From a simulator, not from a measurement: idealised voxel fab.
Process module under the name voxel double patterning
FYI the section here is cut, 255 nm wide, cells are 5 nm squares.
Cross-section layout: square cells on a grid; listed as bands, top to bottom; a band spans one or more cell rows.
The entry gives the band's vertical extent as a top height and a bottom height in nm, then its horizontal make-up as materials from left to right, each with a width in nm. "empty" stands for empty space; a single material marked "throughout" fills the band edge to edge.
Ref level 0: as-received wafer is one material below here. Bottom band extends down with no lower bound ("top 0, no bottom").
The two numbers in a width such as "30->40" mark its ends across the band: the first belongs to the top row of cells, the second to the bottom row, and from each row to the next the width moves by the same amount.
The cross-section has no changed cell in any step marked "stayed the same".
Closed-off voids of 8+ cells (no open route to the top) go in "Listed closed voids", written width x height at distance from the left edge, in nm.
Past the settings on a step's line: simulator remark, on that step.
You can add "overlay nm" to a step's line. For a step with a mask, it describes how far the mask lay to the right of its planned position, and a negative number describes a lay to the left.
Planned step list for the process:
1. op RECEIVE | material Si
2. op CONFORMAL_DEP | material SiO2 | thk nm 5
3. op DIRECTIONAL_DEP | material W | thk nm 15
4. op DIRECTIONAL_DEP | material SiCN | thk nm 10
5. op DIRECTIONAL_DEP | material aC | thk nm 15
6. op PATTERN | tone open | mask id FIRST | material resist | width nm 15 | pitch nm 50 | thk nm 30 | overlay nm 0
7. op DIRECTIONAL_ETCH | etch materials aC | depth nm 15
8. op STRIP | etch materials resist
9. op DIRECTIONAL_ETCH | etch materials SiCN | depth nm 10
10. op STRIP | etch materials aC
11. op PATTERN | tone open | mask id SECOND | material resist | width nm 15 | thk nm 20 | overlay nm 0
12. op DIRECTIONAL_ETCH | etch materials SiCN | depth nm 10
13. op STRIP | etch materials resist
14. op DIRECTIONAL_ETCH | etch materials W | depth nm 15
15. op STRIP | etch materials SiCN
Cross-section, incoming material, after step 1:
- top 0, no bottom  Si throughout
- Listed closed voids: none
Module complete - cross-section of the first of two wafers, run according to plan:
- top 20, bottom 5  W 95 nm; empty 15 nm; W 10 nm; empty 15 nm; W 10 nm; empty 15 nm; W 95 nm
- top 5, bottom 0  SiO2 throughout
- top 0, no bottom  Si throughout
- Listed closed voids: none
Second wafer at the end: like start, like plan, one mistake:
- top 35, bottom 20  W 95 nm; empty 15 nm; W 10 nm; empty 15 nm; W 10 nm; empty 15 nm; W 95 nm
- top 20, bottom 5  W throughout
- top 5, bottom 0  SiO2 throughout
- top 0, no bottom  Si throughout
- Listed closed voids: none
what went wrong: plan step 3 was twice executed
Final comparison by cell count, materials where the second wafer has more or fewer than the first: W +153
